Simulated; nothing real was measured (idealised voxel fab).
This section sets out a process module, namely voxel transistor to metal.
cross-section cut | 290 nm wide | cells 5 nm
Cross-sections here: square-cell grids, written as top-down lists of bands, a band being one or more rows of cells.
Per band: top height and bottom height in nm, followed by the left-to-right materials and their widths in nm; "everywhere" marks a single material spanning edge to edge, "blank" marks empty space.
Heights are expressed relative to 0, this being the level below which the as-received wafer comprises one material exclusively. The lowest band is unbounded in the downward direction and is denoted as in "0 down".
Graded width ("30..40"): value in top row of band = first number; value in bottom row = second number; row-to-row change constant.
"same as before" for a step: no cell of the cross-section changed in that step.
Basically, "Closed internal voids" tells you about the enclosed voids: empty spaces with no open way to the top, 8 cells or bigger, each written width x height at distance, where distance is from the left edge, all in nm.
Past the settings on a step's line: simulator remark, on that step.
overlay nm: mask right of planned place by this much (step with mask). Neg. = left.
Pairs from here to the end. Each: cross-section before one process step, cross-section after it, the latter only as far down as the lowest band that changed. Under each: the step between, and its settings. Mind that the pairs may be taken from different runs of this module on the same starting wafer; whether a pair continues from the pair above depends on its entry headed "Before this step", and it does only where that entry says so.

Before this step:
  50 to 30  SiO2 35  blank 20  SiO2 50  blank 20  SiO2 40  blank 20  SiO2 50  blank 20  SiO2 35
  30 to 25  SiN 35  blank 15  SiN 55  blank 15  SiN 45  blank 15  SiN 55  blank 15  SiN 40
  25 to 15  SiO2 35  TiN 5  Ru 5  TiN 5  SiO2 55  TiN 5  Ru 5  TiN 5  SiO2 45  TiN 5  Ru 5  TiN 5  SiO2 55  TiN 5  Ru 5  TiN 5  SiO2 40
  15 to 5  SiO2 35  TiN 5  Ru 5  TiN 5  SiO2 5  SiN 5  HfO2 5  TiN 5  W 15  TiN 5  HfO2 5  SiN 5  SiO2 5  TiN 5  Ru 5  TiN 5  SiO2 45  TiN 5  Ru 5  TiN 5  SiO2 5  SiN 5  HfO2 5  TiN 5  W 15  TiN 5  HfO2 5  SiN 5  SiO2 5  TiN 5  Ru 5  TiN 5  SiO2 40
  5 to 0  SiO2 35  TiN 15  SiO2 5  SiN 5  HfO2 5  TiN 25  HfO2 5  SiN 5  SiO2 5  TiN 15  SiO2 45  TiN 15  SiO2 5  SiN 5  HfO2 5  TiN 25  HfO2 5  SiN 5  SiO2 5  TiN 15  SiO2 40
  0 to -5  SiO2 20  SiGe 35  SiO2 5  HfO2 35  SiO2 5  SiGe 35  SiO2 15  SiGe 35  SiO2 5  HfO2 35  SiO2 5  SiGe 35  SiO2 25
  -5 to -20  SiO2 25  Si 105  SiO2 25  Si 105  SiO2 30
  -20 down  Si everywhere
  Closed internal voids: none

Section After Processing:
  55 to 50  TiN 40  blank 10  TiN 60  blank 10  TiN 50  blank 10  TiN 60  blank 10  TiN 40
  50 to 35  SiO2 35  TiN 5  blank 10  TiN 5  SiO2 50  TiN 5  blank 10  TiN 5  SiO2 40  TiN 5  blank 10  TiN 5  SiO2 50  TiN 5  blank 10  TiN 5  SiO2 35
  35 to 30  SiO2 35  TiN 5  blank 5  TiN 10  SiO2 50  TiN 5  blank 5  TiN 10  SiO2 40  TiN 5  blank 5  TiN 10  SiO2 50  TiN 5  blank 5  TiN 10  SiO2 35
  30 to 25  SiN 35  TiN 15  SiN 55  TiN 15  SiN 45  TiN 15  SiN 55  TiN 15  SiN 40
  Below 25 it's all the same as before, nothing changed down there.
  Closed internal voids: none
Step, pre vs post cross-sections above: CONFORMAL_DEP,material TiN,thk nm 5

Before this step: The pre-step condition corresponds to the post-step cross-section depicted in the pair directly above.

Section After Processing:
  65 to 55  Cu everywhere
  55 to 50  TiN 40  Cu 10  TiN 60  Cu 10  TiN 50  Cu 10  TiN 60  Cu 10  TiN 40
  50 to 35  SiO2 35  TiN 5  Cu 10  TiN 5  SiO2 50  TiN 5  Cu 10  TiN 5  SiO2 40  TiN 5  Cu 10  TiN 5  SiO2 50  TiN 5  Cu 10  TiN 5  SiO2 35
  35 to 30  SiO2 35  TiN 5  Cu 5  TiN 10  SiO2 50  TiN 5  Cu 5  TiN 10  SiO2 40  TiN 5  Cu 5  TiN 10  SiO2 50  TiN 5  Cu 5  TiN 10  SiO2 35
  Below 30 it's all the same as before, nothing changed down there.
  Closed internal voids: none
Step, pre vs post cross-sections above: FILL_DEP,material Cu,thk nm 10

Before this step: The pre-step condition corresponds to the post-step cross-section depicted in the pair directly above.

Section After Processing:
  50 to 35  SiO2 35  TiN 5  Cu 10  TiN 5  SiO2 50  TiN 5  Cu 10  TiN 5  SiO2 40  TiN 5  Cu 10  TiN 5  SiO2 50  TiN 5  Cu 10  TiN 5  SiO2 35
  Below 35 it's all the same as before, nothing changed down there.
  Closed internal voids: none
Step, pre vs post cross-sections above: CMP,height nm 50

Before this step: The pre-step condition corresponds to the post-step cross-section depicted in the pair directly above.

Section After Processing:
  55 to 50  SiCN everywhere
  Below 50 it's all the same as before, nothing changed down there.
  Closed internal voids: none
Step, pre vs post cross-sections above: CONFORMAL_DEP,material SiCN,thk nm 5

Before this step: The pre-step condition corresponds to the post-step cross-section depicted in the pair directly above.

Section After Processing:
  80 to 55  lowk everywhere
  Below 55 it's all the same as before, nothing changed down there.
  Closed internal voids: none
Step, pre vs post cross-sections above: DIRECTIONAL_DEP,material lowk,thk nm 25

Before this step: The pre-step condition corresponds to the post-step cross-section depicted in the pair directly above.

Section After Processing:
  80 to 65  lowk 35  blank 15  lowk 115  blank 15  lowk 110
  Below 65 it's all the same as before, nothing changed down there.
  Closed internal voids: none
Step, pre vs post cross-sections above: MASKED_ETCH,tone open,mask id METAL_2,width nm 15,pitch nm 130,etch materials lowk,depth nm 15,overlay nm 0

Before this step: The pre-step condition corresponds to the post-step cross-section depicted in the pair directly above.

Section After Processing:
  80 to 55  lowk 35  blank 15  lowk 115  blank 15  lowk 110
  Below 55 it's all the same as before, nothing changed down there.
  Closed internal voids: none
Step, pre vs post cross-sections above: MASKED_ETCH,tone open,mask id METAL_2_HOLES,width nm 15,pitch nm 130,etch materials lowk,depth nm 10,overlay nm 0

Before this step: The pre-step condition corresponds to the post-step cross-section depicted in the pair directly above.

Section After Processing:
  80 to 55  lowk 35  blank 15  lowk 115  blank 15  lowk 110
  55 to 50  SiCN 35  blank 15  SiCN 115  blank 15  SiCN 110
  Below 50 it's all the same as before, nothing changed down there.
  Closed internal voids: none
Step, pre vs post cross-sections above: MASKED_ETCH,tone open,mask id METAL_2_HOLES,width nm 15,pitch nm 130,etch materials SiCN,depth nm 5,overlay nm 0

Before this step: The pre-step condition corresponds to the post-step cross-section depicted in the pair directly above.

Section After Processing:
  85 to 80  TiN 40  blank 5  TiN 125  blank 5  TiN 115
  80 to 55  lowk 35  TiN 5  blank 5  TiN 5  lowk 115  TiN 5  blank 5  TiN 5  lowk 110
  55 to 50  SiCN 35  TiN 15  SiCN 115  TiN 15  SiCN 110
  Below 50 it's all the same as before, nothing changed down there.
  Closed internal voids: none
Step, pre vs post cross-sections above: CONFORMAL_DEP,material TiN,thk nm 5

Before this step: The pre-step condition corresponds to the post-step cross-section depicted in the pair directly above.

Section After Processing:
  95 to 85  Cu everywhere
  85 to 80  TiN 40  Cu 5  TiN 125  Cu 5  TiN 115
  80 to 55  lowk 35  TiN 5  Cu 5  TiN 5  lowk 115  TiN 5  Cu 5  TiN 5  lowk 110
  Below 55 it's all the same as before, nothing changed down there.
  Closed internal voids: none
Step, pre vs post cross-sections above: FILL_DEP,material Cu,thk nm 10

Before this step: The pre-step condition corresponds to the post-step cross-section depicted in the pair directly above.

Section After Processing:
  80 to 55  lowk 35  TiN 5  Cu 5  TiN 5  lowk 115  TiN 5  Cu 5  TiN 5  lowk 110
  Below 55 it's all the same as before, nothing changed down there.
  Closed internal voids: none
Step, pre vs post cross-sections above: CMP,height nm 80

Before this step: The pre-step condition corresponds to the post-step cross-section depicted in the pair directly above.

Section After Processing:
  85 to 80  SiCN everywhere
  Below 80 it's all the same as before, nothing changed down there.
  Closed internal voids: none
Step, pre vs post cross-sections above: CONFORMAL_DEP,material SiCN,thk nm 5

Before this step:
  80 to 55  lowk 35  blank 15  lowk 115  blank 15  lowk 110
  55 to 50  SiCN everywhere
  50 to 30  SiO2 35  TiN 5  Cu 5  TiN 5  SiO2 55  TiN 5  Cu 5  TiN 5  SiO2 45  TiN 5  Cu 5  TiN 5  SiO2 55  TiN 5  Cu 5  TiN 5  SiO2 40
  30 to 25  SiN 35  TiN 15  SiN 55  TiN 15  SiN 45  TiN 15  SiN 55  TiN 15  SiN 40
  25 to 15  SiO2 35  TiN 5  Ru 5  TiN 5  SiO2 55  TiN 5  Ru 5  TiN 5  SiO2 45  TiN 5  Ru 5  TiN 5  SiO2 55  TiN 5  Ru 5  TiN 5  SiO2 40
  15 to 5  SiO2 35  TiN 5  Ru 5  TiN 5  SiO2 5  SiN 5  HfO2 5  TiN 5  W 15  TiN 5  HfO2 5  SiN 5  SiO2 5  TiN 5  Ru 5  TiN 5  SiO2 45  TiN 5  Ru 5  TiN 5  SiO2 5  SiN 5  HfO2 5  TiN 5  W 15  TiN 5  HfO2 5  SiN 5  SiO2 5  TiN 5  Ru 5  TiN 5  SiO2 40
  5 to 0  SiO2 35  TiN 15  SiO2 5  SiN 5  HfO2 5  TiN 25  HfO2 5  SiN 5  SiO2 5  TiN 15  SiO2 45  TiN 15  SiO2 5  SiN 5  HfO2 5  TiN 25  HfO2 5  SiN 5  SiO2 5  TiN 15  SiO2 40
  0 to -5  SiO2 20  SiGe 35  SiO2 5  HfO2 35  SiO2 5  SiGe 35  SiO2 15  SiGe 35  SiO2 5  HfO2 35  SiO2 5  SiGe 35  SiO2 25
  -5 to -20  SiO2 25  Si 105  SiO2 25  Si 105  SiO2 30
  -20 down  Si everywhere
  Closed internal voids: none

Section After Processing:
  80 to 55  lowk 35  blank 15  lowk 115  blank 15  lowk 110
  55 to 50  SiCN 45  blank 5  SiCN 125  blank 5  SiCN 110
  Below 50 it's all the same as before, nothing changed down there.
  Closed internal voids: none
Step, pre vs post cross-sections above: MASKED_ETCH,tone open,mask id METAL_2_HOLES,width nm 15,pitch nm 130,etch materials SiCN,depth nm 5,overlay nm 10

Before this step: The pre-step condition corresponds to the post-step cross-section depicted in the pair directly above.

Section After Processing:
  85 to 80  TiN 40  blank 5  TiN 125  blank 5  TiN 115
  80 to 60  lowk 35  TiN 5  blank 5  TiN 5  lowk 115  TiN 5  blank 5  TiN 5  lowk 110
  60 to 55  lowk 35  TiN 15  lowk 115  TiN 15  lowk 110
  55 to 50  SiCN 45  TiN 5  SiCN 125  TiN 5  SiCN 110
  Below 50 it's all the same as before, nothing changed down there.
  Closed internal voids: none
Step, pre vs post cross-sections above: CONFORMAL_DEP,material TiN,thk nm 5

Before this step: The pre-step condition corresponds to the post-step cross-section depicted in the pair directly above.

Section After Processing:
  95 to 85  Cu everywhere
  85 to 80  TiN 40  Cu 5  TiN 125  Cu 5  TiN 115
  80 to 60  lowk 35  TiN 5  Cu 5  TiN 5  lowk 115  TiN 5  Cu 5  TiN 5  lowk 110
  Below 60 it's all the same as before, nothing changed down there.
  Closed internal voids: none
Step, pre vs post cross-sections above: FILL_DEP,material Cu,thk nm 10

Before this step: The pre-step condition corresponds to the post-step cross-section depicted in the pair directly above.

Section After Processing:
  80 to 60  lowk 35  TiN 5  Cu 5  TiN 5  lowk 115  TiN 5  Cu 5  TiN 5  lowk 110
  Below 60 it's all the same as before, nothing changed down there.
  Closed internal voids: none
Step, pre vs post cross-sections above: CMP,height nm 80

Before this step: The pre-step condition corresponds to the post-step cross-section depicted in the pair directly above.

Section After Processing:
  85 to 80  SiCN everywhere
  Below 80 it's all the same as before, nothing changed down there.
  Closed internal voids: none
Step, pre vs post cross-sections above: CONFORMAL_DEP,material SiCN,thk nm 5

Before this step:
  20 to 0  SiO2 55  SiN 5  SiO2 5  polySi 25  SiO2 5  SiN 5  SiO2 85  SiN 5  SiO2 5  polySi 25  SiO2 5  SiN 5  SiO2 60
  0 to -5  SiO2 20  SiGe 35  SiO2 45  SiGe 35  SiO2 15  SiGe 35  SiO2 45  SiGe 35  SiO2 25
  -5 to -20  SiO2 25  Si 105  SiO2 25  Si 105  SiO2 30
  -20 down  Si everywhere
  Closed internal voids: none

Section After Processing:
  0 to -5  blank 20  SiGe 35  blank 45  SiGe 35  blank 15  SiGe 35  blank 45  SiGe 35  blank 25
  -5 to -20  blank 25  Si 105  blank 25  Si 105  blank 30
  Below -20 it's all the same as before, nothing changed down there.
  Closed internal voids: none
Step, pre vs post cross-sections above: STRIP,etch materials SiO2

Before this step: The pre-step condition corresponds to the post-step cross-section depicted in the pair directly above.

Section After Processing:
  5 to 0  blank 15  HfO2 45  blank 35  HfO2 45  blank 5  HfO2 45  blank 35  HfO2 45  blank 20
  0 to -5  blank 15  HfO2 5  SiGe 35  HfO2 45  SiGe 35  HfO2 5  blank 5  HfO2 5  SiGe 35  HfO2 45  SiGe 35  HfO2 5  blank 20
  -5 to -15  blank 15..20  HfO2 10..5  Si 105  HfO2 10..5  blank 5..15  HfO2 10..5  Si 105  HfO2 10..5  blank 20..25
  -15 to -20  HfO2 25  Si 105  HfO2 25  Si 105  HfO2 30
  Below -20 it's all the same as before, nothing changed down there.
  Closed internal voids: none
Step, pre vs post cross-sections above: CONFORMAL_DEP,material HfO2,thk nm 5

Before this step: The pre-step condition corresponds to the post-step cross-section depicted in the pair directly above.

Section After Processing:
  10 to 5  blank 10  TiN 55  blank 25  TiN 105  blank 25  TiN 55  blank 15
  5 to 0  blank 10  TiN 5  HfO2 45  TiN 35  HfO2 45  TiN 5  HfO2 45  TiN 35  HfO2 45  TiN 5  blank 15
  0 to -5  blank 10  TiN 5  HfO2 5  SiGe 35  HfO2 45  SiGe 35  HfO2 5  TiN 5  HfO2 5  SiGe 35  HfO2 45  SiGe 35  HfO2 5  TiN 5  blank 15
  -5 to -10  blank 10  TiN 5  HfO2 10  Si 105  HfO2 10  TiN 5  HfO2 10  Si 105  HfO2 10  TiN 5  blank 15
  -10 to -15  TiN 20  HfO2 5  Si 105  HfO2 5  TiN 15  HfO2 5  Si 105  HfO2 5  TiN 25
  Below -15 it's all the same as before, nothing changed down there.
  Closed internal voids: none
Step, pre vs post cross-sections above: CONFORMAL_DEP,material TiN,thk nm 5

Before this step: The pre-step condition corresponds to the post-step cross-section depicted in the pair directly above.

Section After Processing:
  20 to 10  W everywhere
  10 to 5  W 10  TiN 55  W 25  TiN 105  W 25  TiN 55  W 15
  5 to 0  W 10  TiN 5  HfO2 45  TiN 35  HfO2 45  TiN 5  HfO2 45  TiN 35  HfO2 45  TiN 5  W 15
  0 to -5  W 10  TiN 5  HfO2 5  SiGe 35  HfO2 45  SiGe 35  HfO2 5  TiN 5  HfO2 5  SiGe 35  HfO2 45  SiGe 35  HfO2 5  TiN 5  W 15
  -5 to -10  W 10  TiN 5  HfO2 10  Si 105  HfO2 10  TiN 5  HfO2 10  Si 105  HfO2 10  TiN 5  W 15
  Below -10 it's all the same as before, nothing changed down there.
  Closed internal voids: none
Step, pre vs post cross-sections above: FILL_DEP,material W,thk nm 10

Before this step: The pre-step condition corresponds to the post-step cross-section depicted in the pair directly above.

Section After Processing:
  15 to 10  W everywhere
  Below 10 it's all the same as before, nothing changed down there.
  Closed internal voids: none
Step, pre vs post cross-sections above: CMP,height nm 15

Before this step: The pre-step condition corresponds to the post-step cross-section depicted in the pair directly above.

Section After Processing:
  25 to 15  SiO2 everywhere
  Below 15 it's all the same as before, nothing changed down there.
  Closed internal voids: none
Step, pre vs post cross-sections above: DIRECTIONAL_DEP,material SiO2,thk nm 10

Before this step: The pre-step condition corresponds to the post-step cross-section depicted in the pair directly above.

Section After Processing:
  40 to 25  aC everywhere
  Below 25 it's all the same as before, nothing changed down there.
  Closed internal voids: none
Step, pre vs post cross-sections above: DIRECTIONAL_DEP,material aC,thk nm 15

Before this step: The pre-step condition corresponds to the post-step cross-section depicted in the pair directly above.

Section After Processing:
  70 to 40  resist 35  blank 15  resist 55  blank 15  resist 45  blank 15  resist 55  blank 15  resist 40
  Below 40 it's all the same as before, nothing changed down there.
  Closed internal voids: none
Step, pre vs post cross-sections above: PATTERN,tone open,mask id CONTACT,material resist,width nm 15,thk nm 30,overlay nm 0

Before this step: The pre-step condition corresponds to the post-step cross-section depicted in the pair directly above.

Section After Processing:
  55 to 40  resist 35  blank 15  resist 55  blank 15  resist 45  blank 15  resist 55  blank 15  resist 40
  40 to 25  aC 35  blank 15  aC 55  blank 15  aC 45  blank 15  aC 55  blank 15  aC 40
  Below 25 it's all the same as before, nothing changed down there.
  Closed internal voids: none
Step, pre vs post cross-sections above: DIRECTIONAL_ETCH,etch materials aC,depth nm 15

Before this step: The pre-step condition corresponds to the post-step cross-section depicted in the pair directly above.

Section After Processing:
  40 to 25  aC 35  blank 15  aC 55  blank 15  aC 45  blank 15  aC 55  blank 15  aC 40
  Below 25 it's all the same as before, nothing changed down there.
  Closed internal voids: none
Step, pre vs post cross-sections above: STRIP,etch materials resist

Before this step: The pre-step condition corresponds to the post-step cross-section depicted in the pair directly above.

Section After Processing:
  40 to 25  aC 35  blank 15  aC 55  blank 15  aC 45  blank 15  aC 55  blank 15  aC 40
  25 to 15  SiO2 35  blank 15  SiO2 55  blank 15  SiO2 45  blank 15  SiO2 55  blank 15  SiO2 40
  Below 15 it's all the same as before, nothing changed down there.
  Closed internal voids: none
Step, pre vs post cross-sections above: DIRECTIONAL_ETCH,etch materials SiO2,depth nm 25

Before this step: The pre-step condition corresponds to the post-step cross-section depicted in the pair directly above.

Section After Processing:
  25 to 15  SiO2 35  blank 15  SiO2 55  blank 15  SiO2 45  blank 15  SiO2 55  blank 15  SiO2 40
  Below 15 it's all the same as before, nothing changed down there.
  Closed internal voids: none
Step, pre vs post cross-sections above: STRIP,etch materials aC

Before this step: The pre-step condition corresponds to the post-step cross-section depicted in the pair directly above.

Section After Processing:
  30 to 25  TiN 40  blank 5  TiN 65  blank 5  TiN 55  blank 5  TiN 65  blank 5  TiN 45
  25 to 20  SiO2 35  TiN 5  blank 5  TiN 5  SiO2 55  TiN 5  blank 5  TiN 5  SiO2 45  TiN 5  blank 5  TiN 5  SiO2 55  TiN 5  blank 5  TiN 5  SiO2 40
  20 to 15  SiO2 35  TiN 15  SiO2 55  TiN 15  SiO2 45  TiN 15  SiO2 55  TiN 15  SiO2 40
  Below 15 it's all the same as before, nothing changed down there.
  Closed internal voids: none
Step, pre vs post cross-sections above: CONFORMAL_DEP,material TiN,thk nm 5

Before this step: The pre-step condition corresponds to the post-step cross-section depicted in the pair directly above.

Section After Processing:
  40 to 30  Ru everywhere
  30 to 25  TiN 40  Ru 5  TiN 65  Ru 5  TiN 55  Ru 5  TiN 65  Ru 5  TiN 45
  25 to 20  SiO2 35  TiN 5  Ru 5  TiN 5  SiO2 55  TiN 5  Ru 5  TiN 5  SiO2 45  TiN 5  Ru 5  TiN 5  SiO2 55  TiN 5  Ru 5  TiN 5  SiO2 40
  Below 20 it's all the same as before, nothing changed down there.
  Closed internal voids: none
Step, pre vs post cross-sections above: FILL_DEP,material Ru,thk nm 10

Before this step: The pre-step condition corresponds to the post-step cross-section depicted in the pair directly above.

Section After Processing:
  25 to 20  SiO2 35  TiN 5  Ru 5  TiN 5  SiO2 55  TiN 5  Ru 5  TiN 5  SiO2 45  TiN 5  Ru 5  TiN 5  SiO2 55  TiN 5  Ru 5  TiN 5  SiO2 40
  Below 20 it's all the same as before, nothing changed down there.
  Closed internal voids: none
Step, pre vs post cross-sections above: CMP,height nm 25

Before this step: The pre-step condition corresponds to the post-step cross-section depicted in the pair directly above.

Section After Processing:
  30 to 25  SiN everywhere
  Below 25 it's all the same as before, nothing changed down there.
  Closed internal voids: none
Step, pre vs post cross-sections above: CONFORMAL_DEP,material SiN,thk nm 5

Before this step: The pre-step condition corresponds to the post-step cross-section depicted in the pair directly above.

Section After Processing:
  50 to 30  SiO2 everywhere
  Below 30 it's all the same as before, nothing changed down there.
  Closed internal voids: none
Step, pre vs post cross-sections above: DIRECTIONAL_DEP,material SiO2,thk nm 20

Before this step: The pre-step condition corresponds to the post-step cross-section depicted in the pair directly above.

Section After Processing:
  50 to 30  SiO2 35  blank 15  SiO2 55  blank 15  SiO2 45  blank 15  SiO2 55  blank 15  SiO2 40
  Below 30 it's all the same as before, nothing changed down there.
  Closed internal voids: none
Step, pre vs post cross-sections above: MASKED_ETCH,tone open,mask id METAL_1,width nm 15,etch materials SiO2,depth nm 20,overlay nm 0

Before this step: The pre-step condition corresponds to the post-step cross-section depicted in the pair directly above.

Section After Processing:
  50 to 30  SiO2 35  blank 15  SiO2 55  blank 15  SiO2 45  blank 15  SiO2 55  blank 15  SiO2 40
  30 to 25  SiN 35  blank 15  SiN 55  blank 15  SiN 45  blank 15  SiN 55  blank 15  SiN 40
  Below 25 it's all the same as before, nothing changed down there.
  Closed internal voids: none
Step, pre vs post cross-sections above: MASKED_ETCH,tone open,mask id METAL_1,width nm 15,etch materials SiN,depth nm 5,overlay nm 0

Before this step: The pre-step condition corresponds to the post-step cross-section depicted in the pair directly above.

Section After Processing:
  55 to 50  TiN 40  blank 5  TiN 65  blank 5  TiN 55  blank 5  TiN 65  blank 5  TiN 45
  50 to 30  SiO2 35  TiN 5  blank 5  TiN 5  SiO2 55  TiN 5  blank 5  TiN 5  SiO2 45  TiN 5  blank 5  TiN 5  SiO2 55  TiN 5  blank 5  TiN 5  SiO2 40
  30 to 25  SiN 35  TiN 15  SiN 55  TiN 15  SiN 45  TiN 15  SiN 55  TiN 15  SiN 40
  Below 25 it's all the same as before, nothing changed down there.
  Closed internal voids: none
Step, pre vs post cross-sections above: CONFORMAL_DEP,material TiN,thk nm 5

Before this step: The pre-step condition corresponds to the post-step cross-section depicted in the pair directly above.

Section After Processing:
  65 to 55  Cu everywhere
  55 to 50  TiN 40  Cu 5  TiN 65  Cu 5  TiN 55  Cu 5  TiN 65  Cu 5  TiN 45
  50 to 30  SiO2 35  TiN 5  Cu 5  TiN 5  SiO2 55  TiN 5  Cu 5  TiN 5  SiO2 45  TiN 5  Cu 5  TiN 5  SiO2 55  TiN 5  Cu 5  TiN 5  SiO2 40
  Below 30 it's all the same as before, nothing changed down there.
  Closed internal voids: none
Step, pre vs post cross-sections above: FILL_DEP,material Cu,thk nm 10

Before this step: The pre-step condition corresponds to the post-step cross-section depicted in the pair directly above.

Section After Processing:
  50 to 30  SiO2 35  TiN 5  Cu 5  TiN 5  SiO2 55  TiN 5  Cu 5  TiN 5  SiO2 45  TiN 5  Cu 5  TiN 5  SiO2 55  TiN 5  Cu 5  TiN 5  SiO2 40
  Below 30 it's all the same as before, nothing changed down there.
  Closed internal voids: none
Step, pre vs post cross-sections above: CMP,height nm 50

Before this step: The pre-step condition corresponds to the post-step cross-section depicted in the pair directly above.

Section After Processing:
  55 to 50  SiCN everywhere
  Below 50 it's all the same as before, nothing changed down there.
  Closed internal voids: none
Step, pre vs post cross-sections above: CONFORMAL_DEP,material SiCN,thk nm 5

Before this step: The pre-step condition corresponds to the post-step cross-section depicted in the pair directly above.

Section After Processing:
  80 to 55  lowk everywhere
  Below 55 it's all the same as before, nothing changed down there.
  Closed internal voids: none
Step, pre vs post cross-sections above: DIRECTIONAL_DEP,material lowk,thk nm 25

Before this step: The pre-step condition corresponds to the post-step cross-section depicted in the pair directly above.

Section After Processing:
  80 to 65  lowk 35  blank 15  lowk 115  blank 15  lowk 110
  Below 65 it's all the same as before, nothing changed down there.
  Closed internal voids: none
Step, pre vs post cross-sections above: MASKED_ETCH,tone open,mask id METAL_2,width nm 15,pitch nm 130,etch materials lowk,depth nm 15,overlay nm 0

Before this step: The pre-step condition corresponds to the post-step cross-section depicted in the pair directly above.

Section After Processing:
  80 to 55  lowk 35  blank 15  lowk 115  blank 15  lowk 110
  Below 55 it's all the same as before, nothing changed down there.
  Closed internal voids: none
Step, pre vs post cross-sections above: MASKED_ETCH,tone open,mask id METAL_2_HOLES,width nm 15,pitch nm 130,etch materials lowk,depth nm 10,overlay nm 0

Before this step: The pre-step condition corresponds to the post-step cross-section depicted in the pair directly above.

Section After Processing:
  80 to 55  lowk 35  blank 15  lowk 115  blank 15  lowk 110
  55 to 50  SiCN 35  blank 15  SiCN 115  blank 15  SiCN 110
  Below 50 it's all the same as before, nothing changed down there.
  Closed internal voids: none
Step, pre vs post cross-sections above: MASKED_ETCH,tone open,mask id METAL_2_HOLES,width nm 15,pitch nm 130,etch materials SiCN,depth nm 5,overlay nm 0

Before this step: The pre-step condition corresponds to the post-step cross-section depicted in the pair directly above.

Section After Processing:
  85 to 80  TiN 40  blank 5  TiN 125  blank 5  TiN 115
  80 to 55  lowk 35  TiN 5  blank 5  TiN 5  lowk 115  TiN 5  blank 5  TiN 5  lowk 110
  55 to 50  SiCN 35  TiN 15  SiCN 115  TiN 15  SiCN 110
  Below 50 it's all the same as before, nothing changed down there.
  Closed internal voids: none
Step, pre vs post cross-sections above: CONFORMAL_DEP,material TiN,thk nm 5

Before this step: The pre-step condition corresponds to the post-step cross-section depicted in the pair directly above.

Section After Processing:
  95 to 85  Cu everywhere
  85 to 80  TiN 40  Cu 5  TiN 125  Cu 5  TiN 115
  80 to 55  lowk 35  TiN 5  Cu 5  TiN 5  lowk 115  TiN 5  Cu 5  TiN 5  lowk 110
  Below 55 it's all the same as before, nothing changed down there.
  Closed internal voids: none
Step, pre vs post cross-sections above: FILL_DEP,material Cu,thk nm 10

Before this step: The pre-step condition corresponds to the post-step cross-section depicted in the pair directly above.

Section After Processing:
  80 to 55  lowk 35  TiN 5  Cu 5  TiN 5  lowk 115  TiN 5  Cu 5  TiN 5  lowk 110
  Below 55 it's all the same as before, nothing changed down there.
  Closed internal voids: none
Step, pre vs post cross-sections above: CMP,height nm 80

Before this step: The pre-step condition corresponds to the post-step cross-section depicted in the pair directly above.

Section After Processing:
  85 to 80  SiCN everywhere
  Below 80 it's all the same as before, nothing changed down there.
  Closed internal voids: none
Step, pre vs post cross-sections above: CONFORMAL_DEP,material SiCN,thk nm 5

Before this step:
  15 to 5  SiN everywhere
  5 to 0  SiO2 everywhere
  0 down  Si everywhere
  Closed internal voids: none

Section After Processing:
  30 to 15  resist 25  blank 105  resist 25  blank 105  resist 30
  Below 15 it's all the same as before, nothing changed down there.
  Closed internal voids: none
Step, pre vs post cross-sections above: PATTERN,tone open,mask id ACTIVE,material resist,width nm 105,pitch nm 130,thk nm 15,overlay nm 0

Before this step: The pre-step condition corresponds to the post-step cross-section depicted in the pair directly above.

Section After Processing:
  30 to 15  resist 25  blank 105  resist 25  blank 105  resist 30
  15 to 5  SiN 25  blank 105  SiN 25  blank 105  SiN 30
  Below 5 it's all the same as before, nothing changed down there.
  Closed internal voids: none
Step, pre vs post cross-sections above: DIRECTIONAL_ETCH,etch materials SiN,depth nm 10

Before this step: The pre-step condition corresponds to the post-step cross-section depicted in the pair directly above.

Section After Processing:
  30 to 15  resist 25  blank 105  resist 25  blank 105  resist 30
  15 to 5  SiN 25  blank 105  SiN 25  blank 105  SiN 30
  5 to 0  SiO2 25  blank 105  SiO2 25  blank 105  SiO2 30
  Below 0 it's all the same as before, nothing changed down there.
  Closed internal voids: none
Step, pre vs post cross-sections above: DIRECTIONAL_ETCH,etch materials SiO2,depth nm 5

Before this step: The pre-step condition corresponds to the post-step cross-section depicted in the pair directly above.

Section After Processing:
  30 to 15  resist 25  blank 105  resist 25  blank 105  resist 30
  15 to 5  SiN 25  blank 105  SiN 25  blank 105  SiN 30
  5 to 0  SiO2 25  blank 105  SiO2 25  blank 105  SiO2 30
  0 to -20  Si 25  blank 105  Si 25  blank 105  Si 30
  Below -20 it's all the same as before, nothing changed down there.
  Closed internal voids: none
Step, pre vs post cross-sections above: DIRECTIONAL_ETCH,etch materials Si,depth nm 20

Before this step: The pre-step condition corresponds to the post-step cross-section depicted in the pair directly above.

Section After Processing:
  15 to 5  SiN 25  blank 105  SiN 25  blank 105  SiN 30
  Below 5 it's all the same as before, nothing changed down there.
  Closed internal voids: none
Step, pre vs post cross-sections above: STRIP,etch materials resist

Before this step: The pre-step condition corresponds to the post-step cross-section depicted in the pair directly above.

Section After Processing:
  25 to 15  SiO2 everywhere
  15 to 5  SiN 25  SiO2 105  SiN 25  SiO2 105  SiN 30
  5 to 0  SiO2 everywhere
  0 to -20  Si 25  SiO2 105  Si 25  SiO2 105  Si 30
  Below -20 it's all the same as before, nothing changed down there.
  Closed internal voids: none
Step, pre vs post cross-sections above: FILL_DEP,material SiO2,thk nm 10

Before this step: The pre-step condition corresponds to the post-step cross-section depicted in the pair directly above.

Section After Processing:
  15 to 5  SiN 25  SiO2 105  SiN 25  SiO2 105  SiN 30
  Below 5 it's all the same as before, nothing changed down there.
  Closed internal voids: none
Step, pre vs post cross-sections above: CMP,height nm 15

Before this step: The pre-step condition corresponds to the post-step cross-section depicted in the pair directly above.

Section After Processing:
  15 to 5  SiN 25  blank 105  SiN 25  blank 105  SiN 30
  Below 5 it's all the same as before, nothing changed down there.
  Closed internal voids: none
Step, pre vs post cross-sections above: SELECTIVE_ETCH,etch materials SiO2,depth nm 10

Before this step: The pre-step condition corresponds to the post-step cross-section depicted in the pair directly above.

Section After Processing:
  5 to 0  SiO2 everywhere
  Below 0 it's all the same as before, nothing changed down there.
  Closed internal voids: none
Step, pre vs post cross-sections above: STRIP,etch materials SiN

Before this step: The pre-step condition corresponds to the post-step cross-section depicted in the pair directly above.

Section After Processing:
  0 to -20  Si 25  SiO2 105  Si 25  SiO2 105  Si 30
  Below -20 it's all the same as before, nothing changed down there.
  Closed internal voids: none
Step, pre vs post cross-sections above: SELECTIVE_ETCH,etch materials SiO2,depth nm 5

Before this step: The pre-step condition corresponds to the post-step cross-section depicted in the pair directly above.

Section After Processing:
  0 to -5  SiO2 everywhere
  Below -5 it's all the same as before, nothing changed down there.
  Closed internal voids: none
Step, pre vs post cross-sections above: OXIDIZE,depth nm 5
